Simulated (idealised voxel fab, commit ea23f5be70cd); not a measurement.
The document below concerns the process module designated voxel capacitor over wiring.
Square cells of 5 nm make up the cross-section cut, whose width is 245 nm.
How to read a cross-section here: the picture is a grid of square cells, written as bands going from the top down, and any band can span one or more rows of cells. Heads up on the band format: heights come first, top then bottom, in nm. After that it's the materials left to right, each with its width in nm. A single material flagged "throughout" fills the whole band edge to edge, and "blank" means there's empty space there. It should be noted that heights are counted from 0, beneath which the wafer as supplied is of one material throughout, and that the lowest band possesses no lower boundary but continues downward, as written in "0 -> down". A width such as "30->40" changes by the same amount from each row of cells to the next, from the band's top row to its bottom row. When a step is marked "same as before", none of the cells in the cross-section changed during that step. "Closed cavity list" means: voids of 8 cells or more that are shut off from the top with no open way through. Written width x height at distance, distance from the left edge, in nm. Heads up: the bit after the settings on a step's line is the simulator's remark on that step. overlay nm: right-of-plan distance of the mask on a masked step; negative values mean left-of-plan. Read each pair as before and after one process step. The after cross-section shows only down to the lowest band that changed. The step between them and its settings are given below the pair. Pairs can come from different runs of this module on the same starting wafer. A pair continues from the pair above only where its "Pre-step view" entry says so.
Pre-step view
- 0 -> down = Si throughout
- Closed cavity list: none
Structure After Step
- 15 -> 0 = SiO2 throughout
- Rest of section, below 0: as before.
- Closed cavity list: none
The cross-sections above show the structure before and after this step: CONFORMAL_DEP,material SiO2,thk nm 15
Pre-step view: the after view from the pair directly above serves as the before view here.
Structure After Step
- 20 -> 15 = SiN throughout
- Rest of section, below 15: as before.
- Closed cavity list: none
The cross-sections above show the structure before and after this step: CONFORMAL_DEP,material SiN,thk nm 5
Pre-step view: the after view from the pair directly above serves as the before view here.
Structure After Step
- 45 -> 20 = SiO2 throughout
- Rest of section, below 20: as before.
- Closed cavity list: none
The cross-sections above show the structure before and after this step: DIRECTIONAL_DEP,material SiO2,thk nm 25
Pre-step view: the after view from the pair directly above serves as the before view here.
Structure After Step
- 55 -> 45 = aC throughout
- Rest of section, below 45: as before.
- Closed cavity list: none
The cross-sections above show the structure before and after this step: DIRECTIONAL_DEP,material aC,thk nm 10
Pre-step view: the after view from the pair directly above serves as the before view here.
Structure After Step
- 85 -> 55 = 60 nm resist, 30 nm blank, 65 nm resist, 30 nm blank, 60 nm resist
- Rest of section, below 55: as before.
- Closed cavity list: none
The cross-sections above show the structure before and after this step: PATTERN,tone open,mask id METAL_1,material resist,width nm 30,pitch nm 95,thk nm 30,overlay nm 0
Pre-step view: the after view from the pair directly above serves as the before view here.
Structure After Step
- 75 -> 55 = 60 nm resist, 30 nm blank, 65 nm resist, 30 nm blank, 60 nm resist
- 55 -> 45 = 60 nm aC, 30 nm blank, 65 nm aC, 30 nm blank, 60 nm aC
- Rest of section, below 45: as before.
- Closed cavity list: none
The cross-sections above show the structure before and after this step: DIRECTIONAL_ETCH,etch materials aC,depth nm 10
Pre-step view: the after view from the pair directly above serves as the before view here.
Structure After Step
- 55 -> 45 = 60 nm aC, 30 nm blank, 65 nm aC, 30 nm blank, 60 nm aC
- Rest of section, below 45: as before.
- Closed cavity list: none
The cross-sections above show the structure before and after this step: STRIP,etch materials resist
Pre-step view: the after view from the pair directly above serves as the before view here.
Structure After Step
- 55 -> 45 = 60 nm aC, 30 nm blank, 65 nm aC, 30 nm blank, 60 nm aC
- 45 -> 20 = 60 nm SiO2, 30 nm blank, 65 nm SiO2, 30 nm blank, 60 nm SiO2
- Rest of section, below 20: as before.
- Closed cavity list: none
The cross-sections above show the structure before and after this step: DIRECTIONAL_ETCH,etch materials SiO2,depth nm 25
Pre-step view: the after view from the pair directly above serves as the before view here.
Structure After Step
- 55 -> 45 = 60 nm aC, 30 nm blank, 65 nm aC, 30 nm blank, 60 nm aC
- 45 -> 20 = 60 nm SiO2, 30 nm blank, 65 nm SiO2, 30 nm blank, 60 nm SiO2
- 20 -> 15 = 60 nm SiN, 30 nm blank, 65 nm SiN, 30 nm blank, 60 nm SiN
- Rest of section, below 15: as before.
- Closed cavity list: none
The cross-sections above show the structure before and after this step: DIRECTIONAL_ETCH,etch materials SiN,depth nm 5
Pre-step view: the after view from the pair directly above serves as the before view here.
Structure After Step
- 45 -> 20 = 60 nm SiO2, 30 nm blank, 65 nm SiO2, 30 nm blank, 60 nm SiO2
- Rest of section, below 20: as before.
- Closed cavity list: none
The cross-sections above show the structure before and after this step: STRIP,etch materials aC
Pre-step view: the after view from the pair directly above serves as the before view here.
Structure After Step
- 50 -> 45 = 65 nm TiN, 20 nm blank, 75 nm TiN, 20 nm blank, 65 nm TiN
- 45 -> 20 = 60 nm SiO2, 5 nm TiN, 20 nm blank, 5 nm TiN, 65 nm SiO2, 5 nm TiN, 20 nm blank, 5 nm TiN, 60 nm SiO2
- 20 -> 15 = 60 nm SiN, 30 nm TiN, 65 nm SiN, 30 nm TiN, 60 nm SiN
- Rest of section, below 15: as before.
- Closed cavity list: none
The cross-sections above show the structure before and after this step: CONFORMAL_DEP,material TiN,thk nm 5
Pre-step view: the after view from the pair directly above serves as the before view here.
Structure After Step
- 60 -> 50 = Cu throughout
- 50 -> 45 = 65 nm TiN, 20 nm Cu, 75 nm TiN, 20 nm Cu, 65 nm TiN
- 45 -> 20 = 60 nm SiO2, 5 nm TiN, 20 nm Cu, 5 nm TiN, 65 nm SiO2, 5 nm TiN, 20 nm Cu, 5 nm TiN, 60 nm SiO2
- Rest of section, below 20: as before.
- Closed cavity list: none
The cross-sections above show the structure before and after this step: FILL_DEP,material Cu,thk nm 10
Pre-step view: the after view from the pair directly above serves as the before view here.
Structure After Step
- 45 -> 20 = 60 nm SiO2, 5 nm TiN, 20 nm Cu, 5 nm TiN, 65 nm SiO2, 5 nm TiN, 20 nm Cu, 5 nm TiN, 60 nm SiO2
- Rest of section, below 20: as before.
- Closed cavity list: none
The cross-sections above show the structure before and after this step: CMP,height nm 45
Pre-step view: the after view from the pair directly above serves as the before view here.
Structure After Step
- 50 -> 45 = SiCN throughout
- Rest of section, below 45: as before.
- Closed cavity list: none
The cross-sections above show the structure before and after this step: CONFORMAL_DEP,material SiCN,thk nm 5
Pre-step view: the after view from the pair directly above serves as the before view here.
Structure After Step
- 65 -> 50 = SiO2 throughout
- Rest of section, below 50: as before.
- Closed cavity list: none
The cross-sections above show the structure before and after this step: DIRECTIONAL_DEP,material SiO2,thk nm 15
Pre-step view: the after view from the pair directly above serves as the before view here.
Structure After Step
- 85 -> 65 = 75 nm resist, 15 nm blank, 155 nm resist
- Rest of section, below 65: as before.
- Closed cavity list: none
The cross-sections above show the structure before and after this step: PATTERN,tone open,mask id PLUG_1,material resist,width nm 15,thk nm 20,overlay nm 0
Pre-step view: the after view from the pair directly above serves as the before view here.
Structure After Step
- 85 -> 65 = 75 nm resist, 15 nm blank, 155 nm resist
- 65 -> 50 = 75 nm SiO2, 15 nm blank, 155 nm SiO2
- Rest of section, below 50: as before.
- Closed cavity list: none
The cross-sections above show the structure before and after this step: DIRECTIONAL_ETCH,etch materials SiO2,depth nm 15
Pre-step view: the after view from the pair directly above serves as the before view here.
Structure After Step
- 85 -> 65 = 75 nm resist, 15 nm blank, 155 nm resist
- 65 -> 50 = 75 nm SiO2, 15 nm blank, 155 nm SiO2
- 50 -> 45 = 75 nm SiCN, 15 nm blank, 155 nm SiCN
- Rest of section, below 45: as before.
- Closed cavity list: none
The cross-sections above show the structure before and after this step: DIRECTIONAL_ETCH,etch materials SiCN,depth nm 5
Pre-step view: the after view from the pair directly above serves as the before view here.
Structure After Step
- 65 -> 50 = 75 nm SiO2, 15 nm blank, 155 nm SiO2
- Rest of section, below 50: as before.
- Closed cavity list: none
The cross-sections above show the structure before and after this step: STRIP,etch materials resist
Pre-step view: the after view from the pair directly above serves as the before view here.
Structure After Step
- 70 -> 65 = 80 nm TiN, 5 nm blank, 160 nm TiN
- 65 -> 50 = 75 nm SiO2, 5 nm TiN, 5 nm blank, 5 nm TiN, 155 nm SiO2
- 50 -> 45 = 75 nm SiCN, 15 nm TiN, 155 nm SiCN
- Rest of section, below 45: as before.
- Closed cavity list: none
The cross-sections above show the structure before and after this step: CONFORMAL_DEP,material TiN,thk nm 5
Pre-step view: the after view from the pair directly above serves as the before view here.
Structure After Step
- 80 -> 70 = Cu throughout
- 70 -> 65 = 80 nm TiN, 5 nm Cu, 160 nm TiN
- 65 -> 50 = 75 nm SiO2, 5 nm TiN, 5 nm Cu, 5 nm TiN, 155 nm SiO2
- Rest of section, below 50: as before.
- Closed cavity list: none
The cross-sections above show the structure before and after this step: FILL_DEP,material Cu,thk nm 10
Pre-step view: the after view from the pair directly above serves as the before view here.
Structure After Step
- 65 -> 50 = 75 nm SiO2, 5 nm TiN, 5 nm Cu, 5 nm TiN, 155 nm SiO2
- Rest of section, below 50: as before.
- Closed cavity list: none
The cross-sections above show the structure before and after this step: CMP,height nm 65
Pre-step view: the after view from the pair directly above serves as the before view here.
Structure After Step
- 75 -> 65 = TiN throughout
- Rest of section, below 65: as before.
- Closed cavity list: none
The cross-sections above show the structure before and after this step: DIRECTIONAL_DEP,material TiN,thk nm 10
Pre-step view: the after view from the pair directly above serves as the before view here.
Structure After Step
- 80 -> 75 = HfO2 throughout
- Rest of section, below 75: as before.
- Closed cavity list: none
The cross-sections above show the structure before and after this step: DIRECTIONAL_DEP,material HfO2,thk nm 5
Pre-step view: the after view from the pair directly above serves as the before view here.
Structure After Step
- 85 -> 80 = TiN throughout
- Rest of section, below 80: as before.
- Closed cavity list: none
The cross-sections above show the structure before and after this step: DIRECTIONAL_DEP,material TiN,thk nm 5
Pre-step view: the after view from the pair directly above serves as the before view here.
Structure After Step
- 100 -> 85 = 75 nm blank, 70 nm resist, 100 nm blank
- Rest of section, below 85: as before.
- Closed cavity list: none
The cross-sections above show the structure before and after this step: PATTERN,tone cover,mask id UPPER_PLATE,material resist,width nm 70,thk nm 15,overlay nm 0
Pre-step view: the after view from the pair directly above serves as the before view here.
Structure After Step
- 100 -> 85 = 75 nm blank, 70 nm resist, 100 nm blank
- 85 -> 80 = 75 nm blank, 70 nm TiN, 100 nm blank
- Rest of section, below 80: as before.
- Closed cavity list: none
The cross-sections above show the structure before and after this step: DIRECTIONAL_ETCH,etch materials TiN,depth nm 5
Pre-step view: the after view from the pair directly above serves as the before view here.
Structure After Step
- 100 -> 85 = 75 nm blank, 70 nm resist, 100 nm blank
- 85 -> 80 = 75 nm blank, 70 nm TiN, 100 nm blank
- 80 -> 75 = 75 nm blank, 70 nm HfO2, 100 nm blank
- Rest of section, below 75: as before.
- Closed cavity list: none
The cross-sections above show the structure before and after this step: DIRECTIONAL_ETCH,etch materials HfO2,depth nm 5
Pre-step view: the after view from the pair directly above serves as the before view here.
Structure After Step
- 85 -> 80 = 75 nm blank, 70 nm TiN, 100 nm blank
- Rest of section, below 80: as before.
- Closed cavity list: none
The cross-sections above show the structure before and after this step: STRIP,etch materials resist
Pre-step view: the after view from the pair directly above serves as the before view here.
Structure After Step
- 95 -> 85 = 75 nm blank, 70 nm aC, 100 nm blank
- 85 -> 80 = 75 nm aC, 70 nm TiN, 100 nm aC
- 80 -> 75 = 75 nm aC, 70 nm HfO2, 100 nm aC
- Rest of section, below 75: as before.
- Closed cavity list: none
The cross-sections above show the structure before and after this step: DIRECTIONAL_DEP,material aC,thk nm 10
Pre-step view: the after view from the pair directly above serves as the before view here.
Structure After Step
- 125 -> 95 = 70 nm blank, 80 nm resist, 95 nm blank
- 95 -> 85 = 70 nm blank, 5 nm resist, 70 nm aC, 5 nm resist, 95 nm blank
- Rest of section, below 85: as before.
- Closed cavity list: none
The cross-sections above show the structure before and after this step: PATTERN,tone cover,mask id LOWER_PLATE,material resist,width nm 80,thk nm 30,overlay nm 0
Pre-step view: the after view from the pair directly above serves as the before view here.
Structure After Step
- 115 -> 95 = 70 nm blank, 80 nm resist, 95 nm blank
- 95 -> 85 = 70 nm blank, 5 nm resist, 70 nm aC, 5 nm resist, 95 nm blank
- 85 -> 80 = 70 nm blank, 5 nm aC, 70 nm TiN, 5 nm aC, 95 nm blank
- 80 -> 75 = 70 nm blank, 5 nm aC, 70 nm HfO2, 5 nm aC, 95 nm blank
- Rest of section, below 75: as before.
- Closed cavity list: none
The cross-sections above show the structure before and after this step: DIRECTIONAL_ETCH,etch materials aC,depth nm 10
Pre-step view: the after view from the pair directly above serves as the before view here.
Structure After Step
- 95 -> 85 = 75 nm blank, 70 nm aC, 100 nm blank
- Rest of section, below 85: as before.
- Closed cavity list: none
The cross-sections above show the structure before and after this step: STRIP,etch materials resist
Pre-step view: the after view from the pair directly above serves as the before view here.
Structure After Step
- 95 -> 85 = 75 nm blank, 70 nm aC, 100 nm blank
- 85 -> 80 = 70 nm blank, 5 nm aC, 70 nm TiN, 5 nm aC, 95 nm blank
- 80 -> 75 = 70 nm blank, 5 nm aC, 70 nm HfO2, 5 nm aC, 95 nm blank
- 75 -> 65 = 70 nm blank, 80 nm TiN, 95 nm blank
- Rest of section, below 65: as before.
- Closed cavity list: none
The cross-sections above show the structure before and after this step: DIRECTIONAL_ETCH,etch materials TiN,depth nm 10
Pre-step view: the after view from the pair directly above serves as the before view here.
Structure After Step
- 85 -> 80 = 75 nm blank, 70 nm TiN, 100 nm blank
- 80 -> 75 = 75 nm blank, 70 nm HfO2, 100 nm blank
- Rest of section, below 75: as before.
- Closed cavity list: none
The cross-sections above show the structure before and after this step: STRIP,etch materials aC
Pre-step view: the after view from the pair directly above serves as the before view here.
Structure After Step
- 100 -> 85 = SiO2 throughout
- 85 -> 80 = 75 nm SiO2, 70 nm TiN, 100 nm SiO2
- 80 -> 75 = 75 nm SiO2, 70 nm HfO2, 100 nm SiO2
- 75 -> 65 = 70 nm SiO2, 80 nm TiN, 95 nm SiO2
- Rest of section, below 65: as before.
- Closed cavity list: none
The cross-sections above show the structure before and after this step: FILL_DEP,material SiO2,thk nm 15
Pre-step view: the after view from the pair directly above serves as the before view here.
Structure After Step
- 95 -> 85 = SiO2 throughout
- Rest of section, below 85: as before.
- Closed cavity list: none
The cross-sections above show the structure before and after this step: CMP,height nm 95
Pre-step view: the after view from the pair directly above serves as the before view here.
Structure After Step
- 110 -> 95 = aC throughout
- Rest of section, below 95: as before.
- Closed cavity list: none
The cross-sections above show the structure before and after this step: DIRECTIONAL_DEP,material aC,thk nm 15
Pre-step view: the after view from the pair directly above serves as the before view here.
Structure After Step
- 145 -> 110 = 85 nm resist, 15 nm blank, 145 nm resist
- Rest of section, below 110: as before.
- Closed cavity list: none
The cross-sections above show the structure before and after this step: PATTERN,tone open,mask id PLUG_2,material resist,width nm 15,thk nm 35,overlay nm 0
Pre-step view: the after view from the pair directly above serves as the before view here.
Structure After Step
- 130 -> 110 = 85 nm resist, 15 nm blank, 145 nm resist
- 110 -> 95 = 85 nm aC, 15 nm blank, 145 nm aC
- Rest of section, below 95: as before.
- Closed cavity list: none
The cross-sections above show the structure before and after this step: DIRECTIONAL_ETCH,etch materials aC,depth nm 15
Pre-step view: the after view from the pair directly above serves as the before view here.
Structure After Step
- 110 -> 95 = 85 nm aC, 15 nm blank, 145 nm aC
- Rest of section, below 95: as before.
- Closed cavity list: none
The cross-sections above show the structure before and after this step: STRIP,etch materials resist
Pre-step view: the after view from the pair directly above serves as the before view here.
Structure After Step
- 110 -> 95 = 85 nm aC, 15 nm blank, 145 nm aC
- 95 -> 85 = 85 nm SiO2, 15 nm blank, 145 nm SiO2
- Rest of section, below 85: as before.
- Closed cavity list: none
The cross-sections above show the structure before and after this step: DIRECTIONAL_ETCH,etch materials SiO2,depth nm 10
Pre-step view: the after view from the pair directly above serves as the before view here.
Structure After Step
- 95 -> 85 = 85 nm SiO2, 15 nm blank, 145 nm SiO2
- Rest of section, below 85: as before.
- Closed cavity list: none
The cross-sections above show the structure before and after this step: STRIP,etch materials aC
Pre-step view: the after view from the pair directly above serves as the before view here.
Structure After Step
- 100 -> 95 = 90 nm TiN, 5 nm blank, 150 nm TiN
- 95 -> 90 = 85 nm SiO2, 5 nm TiN, 5 nm blank, 5 nm TiN, 145 nm SiO2
- 90 -> 80 = 85->75 nm SiO2, 15->70 nm TiN, 145->100 nm SiO2
- Rest of section, below 80: as before.
- Closed cavity list: none
The cross-sections above show the structure before and after this step: CONFORMAL_DEP,material TiN,thk nm 5
Pre-step view: the after view from the pair directly above serves as the before view here.
Structure After Step
- 110 -> 100 = W throughout
- 100 -> 95 = 90 nm TiN, 5 nm W, 150 nm TiN
- 95 -> 90 = 85 nm SiO2, 5 nm TiN, 5 nm W, 5 nm TiN, 145 nm SiO2
- Rest of section, below 90: as before.
- Closed cavity list: none
The cross-sections above show the structure before and after this step: FILL_DEP,material W,thk nm 10
Pre-step view: the after view from the pair directly above serves as the before view here.
Structure After Step
- 95 -> 90 = 85 nm SiO2, 5 nm TiN, 5 nm W, 5 nm TiN, 145 nm SiO2
- Rest of section, below 90: as before.
- Closed cavity list: none
The cross-sections above show the structure before and after this step: CMP,height nm 95
Pre-step view: the after view from the pair directly above serves as the before view here.
Structure After Step
- 100 -> 95 = SiN throughout
- Rest of section, below 95: as before.
- Closed cavity list: none
The cross-sections above show the structure before and after this step: CONFORMAL_DEP,material SiN,thk nm 5
Pre-step view
- 110 -> 100 = W throughout
- 100 -> 95 = 90 nm TiN, 5 nm W, 150 nm TiN
- 95 -> 90 = 85 nm SiO2, 5 nm TiN, 5 nm W, 5 nm TiN, 145 nm SiO2
- 90 -> 80 = 85->75 nm SiO2, 15->70 nm TiN, 145->100 nm SiO2
- 80 -> 75 = 75 nm SiO2, 70 nm HfO2, 100 nm SiO2
- 75 -> 65 = 70 nm SiO2, 80 nm TiN, 95 nm SiO2
- 65 -> 50 = 75 nm SiO2, 5 nm TiN, 5 nm Cu, 5 nm TiN, 155 nm SiO2
- 50 -> 45 = 75 nm SiCN, 15 nm TiN, 155 nm SiCN
- 45 -> 20 = 60 nm SiO2, 5 nm TiN, 20 nm Cu, 5 nm TiN, 65 nm SiO2, 5 nm TiN, 20 nm Cu, 5 nm TiN, 60 nm SiO2
- 20 -> 15 = 60 nm SiN, 30 nm TiN, 65 nm SiN, 30 nm TiN, 60 nm SiN
- 15 -> 0 = SiO2 throughout
- 0 -> down = Si throughout
- Closed cavity list: none
Structure After Step
- 115 -> 110 = SiN throughout
- Rest of section, below 110: as before.
- Closed cavity list: none
The cross-sections above show the structure before and after this step: CONFORMAL_DEP,material SiN,thk nm 5
Pre-step view
- 15 -> 0 = SiO2 throughout
- 0 -> down = Si throughout
- Closed cavity list: none
Structure After Step
- 30 -> 0 = SiO2 throughout
- Rest of section, below 0: as before.
- Closed cavity list: none
The cross-sections above show the structure before and after this step: CONFORMAL_DEP,material SiO2,thk nm 15
Pre-step view: the after view from the pair directly above serves as the before view here.
Structure After Step
- 35 -> 30 = SiN throughout
- Rest of section, below 30: as before.
- Closed cavity list: none
The cross-sections above show the structure before and after this step: CONFORMAL_DEP,material SiN,thk nm 5
Pre-step view: the after view from the pair directly above serves as the before view here.
Structure After Step
- 60 -> 35 = SiO2 throughout
- Rest of section, below 35: as before.
- Closed cavity list: none
The cross-sections above show the structure before and after this step: DIRECTIONAL_DEP,material SiO2,thk nm 25
Pre-step view: the after view from the pair directly above serves as the before view here.
Structure After Step
- 70 -> 60 = aC throughout
- Rest of section, below 60: as before.
- Closed cavity list: none
The cross-sections above show the structure before and after this step: DIRECTIONAL_DEP,material aC,thk nm 10
Pre-step view: the after view from the pair directly above serves as the before view here.
Structure After Step
- 100 -> 70 = 60 nm resist, 30 nm blank, 65 nm resist, 30 nm blank, 60 nm resist
- Rest of section, below 70: as before.
- Closed cavity list: none
The cross-sections above show the structure before and after this step: PATTERN,tone open,mask id METAL_1,material resist,width nm 30,pitch nm 95,thk nm 30,overlay nm 0
Pre-step view: the after view from the pair directly above serves as the before view here.
Structure After Step
- 90 -> 70 = 60 nm resist, 30 nm blank, 65 nm resist, 30 nm blank, 60 nm resist
- 70 -> 60 = 60 nm aC, 30 nm blank, 65 nm aC, 30 nm blank, 60 nm aC
- Rest of section, below 60: as before.
- Closed cavity list: none
The cross-sections above show the structure before and after this step: DIRECTIONAL_ETCH,etch materials aC,depth nm 10
Pre-step view: the after view from the pair directly above serves as the before view here.
Structure After Step
- 70 -> 60 = 60 nm aC, 30 nm blank, 65 nm aC, 30 nm blank, 60 nm aC
- Rest of section, below 60: as before.
- Closed cavity list: none
The cross-sections above show the structure before and after this step: STRIP,etch materials resist
Pre-step view: the after view from the pair directly above serves as the before view here.
Structure After Step
- 70 -> 60 = 60 nm aC, 30 nm blank, 65 nm aC, 30 nm blank, 60 nm aC
- 60 -> 35 = 60 nm SiO2, 30 nm blank, 65 nm SiO2, 30 nm blank, 60 nm SiO2
- Rest of section, below 35: as before.
- Closed cavity list: none
The cross-sections above show the structure before and after this step: DIRECTIONAL_ETCH,etch materials SiO2,depth nm 25
Pre-step view: the after view from the pair directly above serves as the before view here.
Structure After Step
- 70 -> 60 = 60 nm aC, 30 nm blank, 65 nm aC, 30 nm blank, 60 nm aC
- 60 -> 35 = 60 nm SiO2, 30 nm blank, 65 nm SiO2, 30 nm blank, 60 nm SiO2
- 35 -> 30 = 60 nm SiN, 30 nm blank, 65 nm SiN, 30 nm blank, 60 nm SiN
- Rest of section, below 30: as before.
- Closed cavity list: none
The cross-sections above show the structure before and after this step: DIRECTIONAL_ETCH,etch materials SiN,depth nm 5
Pre-step view: the after view from the pair directly above serves as the before view here.
Structure After Step
- 60 -> 35 = 60 nm SiO2, 30 nm blank, 65 nm SiO2, 30 nm blank, 60 nm SiO2
- Rest of section, below 35: as before.
- Closed cavity list: none
The cross-sections above show the structure before and after this step: STRIP,etch materials aC
Pre-step view: the after view from the pair directly above serves as the before view here.
Structure After Step
- 65 -> 60 = 65 nm TiN, 20 nm blank, 75 nm TiN, 20 nm blank, 65 nm TiN
- 60 -> 35 = 60 nm SiO2, 5 nm TiN, 20 nm blank, 5 nm TiN, 65 nm SiO2, 5 nm TiN, 20 nm blank, 5 nm TiN, 60 nm SiO2
- 35 -> 30 = 60 nm SiN, 30 nm TiN, 65 nm SiN, 30 nm TiN, 60 nm SiN
- Rest of section, below 30: as before.
- Closed cavity list: none
The cross-sections above show the structure before and after this step: CONFORMAL_DEP,material TiN,thk nm 5
Pre-step view: the after view from the pair directly above serves as the before view here.
Structure After Step
- 75 -> 65 = Cu throughout
- 65 -> 60 = 65 nm TiN, 20 nm Cu, 75 nm TiN, 20 nm Cu, 65 nm TiN
- 60 -> 35 = 60 nm SiO2, 5 nm TiN, 20 nm Cu, 5 nm TiN, 65 nm SiO2, 5 nm TiN, 20 nm Cu, 5 nm TiN, 60 nm SiO2
- Rest of section, below 35: as before.
- Closed cavity list: none
The cross-sections above show the structure before and after this step: FILL_DEP,material Cu,thk nm 10
Pre-step view: the after view from the pair directly above serves as the before view here.
Structure After Step
- 45 -> 35 = 60 nm SiO2, 5 nm TiN, 20 nm Cu, 5 nm TiN, 65 nm SiO2, 5 nm TiN, 20 nm Cu, 5 nm TiN, 60 nm SiO2
- Rest of section, below 35: as before.
- Closed cavity list: none
The cross-sections above show the structure before and after this step: CMP,height nm 45
Pre-step view: the after view from the pair directly above serves as the before view here.
Structure After Step
- 50 -> 45 = SiCN throughout
- Rest of section, below 45: as before.
- Closed cavity list: none
The cross-sections above show the structure before and after this step: CONFORMAL_DEP,material SiCN,thk nm 5
Pre-step view: the after view from the pair directly above serves as the before view here.
Structure After Step
- 65 -> 50 = SiO2 throughout
- Rest of section, below 50: as before.
- Closed cavity list: none
The cross-sections above show the structure before and after this step: DIRECTIONAL_DEP,material SiO2,thk nm 15
Pre-step view: the after view from the pair directly above serves as the before view here.
Structure After Step
- 85 -> 65 = 75 nm resist, 15 nm blank, 155 nm resist
- Rest of section, below 65: as before.
- Closed cavity list: none
The cross-sections above show the structure before and after this step: PATTERN,tone open,mask id PLUG_1,material resist,width nm 15,thk nm 20,overlay nm 0
Pre-step view: the after view from the pair directly above serves as the before view here.
Structure After Step
- 85 -> 65 = 75 nm resist, 15 nm blank, 155 nm resist
- 65 -> 50 = 75 nm SiO2, 15 nm blank, 155 nm SiO2
- Rest of section, below 50: as before.
- Closed cavity list: none
The cross-sections above show the structure before and after this step: DIRECTIONAL_ETCH,etch materials SiO2,depth nm 15
Pre-step view: the after view from the pair directly above serves as the before view here.
Structure After Step
- 85 -> 65 = 75 nm resist, 15 nm blank, 155 nm resist
- 65 -> 50 = 75 nm SiO2, 15 nm blank, 155 nm SiO2
- 50 -> 45 = 75 nm SiCN, 15 nm blank, 155 nm SiCN
- Rest of section, below 45: as before.
- Closed cavity list: none
The cross-sections above show the structure before and after this step: DIRECTIONAL_ETCH,etch materials SiCN,depth nm 5
Pre-step view: the after view from the pair directly above serves as the before view here.
Structure After Step
- 65 -> 50 = 75 nm SiO2, 15 nm blank, 155 nm SiO2
- Rest of section, below 50: as before.
- Closed cavity list: none
The cross-sections above show the structure before and after this step: STRIP,etch materials resist
Pre-step view: the after view from the pair directly above serves as the before view here.
Structure After Step
- 70 -> 65 = 80 nm TiN, 5 nm blank, 160 nm TiN
- 65 -> 50 = 75 nm SiO2, 5 nm TiN, 5 nm blank, 5 nm TiN, 155 nm SiO2
- 50 -> 45 = 75 nm SiCN, 15 nm TiN, 155 nm SiCN
- Rest of section, below 45: as before.
- Closed cavity list: none
The cross-sections above show the structure before and after this step: CONFORMAL_DEP,material TiN,thk nm 5
Pre-step view: the after view from the pair directly above serves as the before view here.
Structure After Step
- 80 -> 70 = Cu throughout
- 70 -> 65 = 80 nm TiN, 5 nm Cu, 160 nm TiN
- 65 -> 50 = 75 nm SiO2, 5 nm TiN, 5 nm Cu, 5 nm TiN, 155 nm SiO2
- Rest of section, below 50: as before.
- Closed cavity list: none
The cross-sections above show the structure before and after this step: FILL_DEP,material Cu,thk nm 10
Pre-step view: the after view from the pair directly above serves as the before view here.
Structure After Step
- 65 -> 50 = 75 nm SiO2, 5 nm TiN, 5 nm Cu, 5 nm TiN, 155 nm SiO2
- Rest of section, below 50: as before.
- Closed cavity list: none
The cross-sections above show the structure before and after this step: CMP,height nm 65
Pre-step view: the after view from the pair directly above serves as the before view here.
Structure After Step
- 75 -> 65 = TiN throughout
- Rest of section, below 65: as before.
- Closed cavity list: none
The cross-sections above show the structure before and after this step: DIRECTIONAL_DEP,material TiN,thk nm 10
Pre-step view: the after view from the pair directly above serves as the before view here.
Structure After Step
- 80 -> 75 = HfO2 throughout
- Rest of section, below 75: as before.
- Closed cavity list: none
The cross-sections above show the structure before and after this step: DIRECTIONAL_DEP,material HfO2,thk nm 5
Pre-step view: the after view from the pair directly above serves as the before view here.
Structure After Step
- 85 -> 80 = TiN throughout
- Rest of section, below 80: as before.
- Closed cavity list: none
The cross-sections above show the structure before and after this step: DIRECTIONAL_DEP,material TiN,thk nm 5
Pre-step view: the after view from the pair directly above serves as the before view here.
Structure After Step
- 100 -> 85 = 75 nm blank, 70 nm resist, 100 nm blank
- Rest of section, below 85: as before.
- Closed cavity list: none
The cross-sections above show the structure before and after this step: PATTERN,tone cover,mask id UPPER_PLATE,material resist,width nm 70,thk nm 15,overlay nm 0
Pre-step view: the after view from the pair directly above serves as the before view here.
Structure After Step
- 100 -> 85 = 75 nm blank, 70 nm resist, 100 nm blank
- 85 -> 80 = 75 nm blank, 70 nm TiN, 100 nm blank
- Rest of section, below 80: as before.
- Closed cavity list: none
The cross-sections above show the structure before and after this step: DIRECTIONAL_ETCH,etch materials TiN,depth nm 5
Pre-step view: the after view from the pair directly above serves as the before view here.
Structure After Step
- 100 -> 85 = 75 nm blank, 70 nm resist, 100 nm blank
- 85 -> 80 = 75 nm blank, 70 nm TiN, 100 nm blank
- 80 -> 75 = 75 nm blank, 70 nm HfO2, 100 nm blank
- Rest of section, below 75: as before.
- Closed cavity list: none
The cross-sections above show the structure before and after this step: DIRECTIONAL_ETCH,etch materials HfO2,depth nm 5
Pre-step view: the after view from the pair directly above serves as the before view here.
Structure After Step
- 85 -> 80 = 75 nm blank, 70 nm TiN, 100 nm blank
- Rest of section, below 80: as before.
- Closed cavity list: none
The cross-sections above show the structure before and after this step: STRIP,etch materials resist
Pre-step view: the after view from the pair directly above serves as the before view here.
Structure After Step
- 95 -> 85 = 75 nm blank, 70 nm aC, 100 nm blank
- 85 -> 80 = 75 nm aC, 70 nm TiN, 100 nm aC
- 80 -> 75 = 75 nm aC, 70 nm HfO2, 100 nm aC
- Rest of section, below 75: as before.
- Closed cavity list: none
The cross-sections above show the structure before and after this step: DIRECTIONAL_DEP,material aC,thk nm 10
Pre-step view: the after view from the pair directly above serves as the before view here.
Structure After Step
- 125 -> 95 = 70 nm blank, 80 nm resist, 95 nm blank
- 95 -> 85 = 70 nm blank, 5 nm resist, 70 nm aC, 5 nm resist, 95 nm blank
- Rest of section, below 85: as before.
- Closed cavity list: none
The cross-sections above show the structure before and after this step: PATTERN,tone cover,mask id LOWER_PLATE,material resist,width nm 80,thk nm 30,overlay nm 0
Pre-step view: the after view from the pair directly above serves as the before view here.
Structure After Step
- 115 -> 95 = 70 nm blank, 80 nm resist, 95 nm blank
- 95 -> 85 = 70 nm blank, 5 nm resist, 70 nm aC, 5 nm resist, 95 nm blank
- 85 -> 80 = 70 nm blank, 5 nm aC, 70 nm TiN, 5 nm aC, 95 nm blank
- 80 -> 75 = 70 nm blank, 5 nm aC, 70 nm HfO2, 5 nm aC, 95 nm blank
- Rest of section, below 75: as before.
- Closed cavity list: none
The cross-sections above show the structure before and after this step: DIRECTIONAL_ETCH,etch materials aC,depth nm 10
Pre-step view: the after view from the pair directly above serves as the before view here.
Structure After Step
- 95 -> 85 = 75 nm blank, 70 nm aC, 100 nm blank
- Rest of section, below 85: as before.
- Closed cavity list: none
The cross-sections above show the structure before and after this step: STRIP,etch materials resist
Pre-step view: the after view from the pair directly above serves as the before view here.
Structure After Step
- 95 -> 85 = 75 nm blank, 70 nm aC, 100 nm blank
- 85 -> 80 = 70 nm blank, 5 nm aC, 70 nm TiN, 5 nm aC, 95 nm blank
- 80 -> 75 = 70 nm blank, 5 nm aC, 70 nm HfO2, 5 nm aC, 95 nm blank
- 75 -> 65 = 70 nm blank, 80 nm TiN, 95 nm blank
- Rest of section, below 65: as before.
- Closed cavity list: none
The cross-sections above show the structure before and after this step: DIRECTIONAL_ETCH,etch materials TiN,depth nm 10
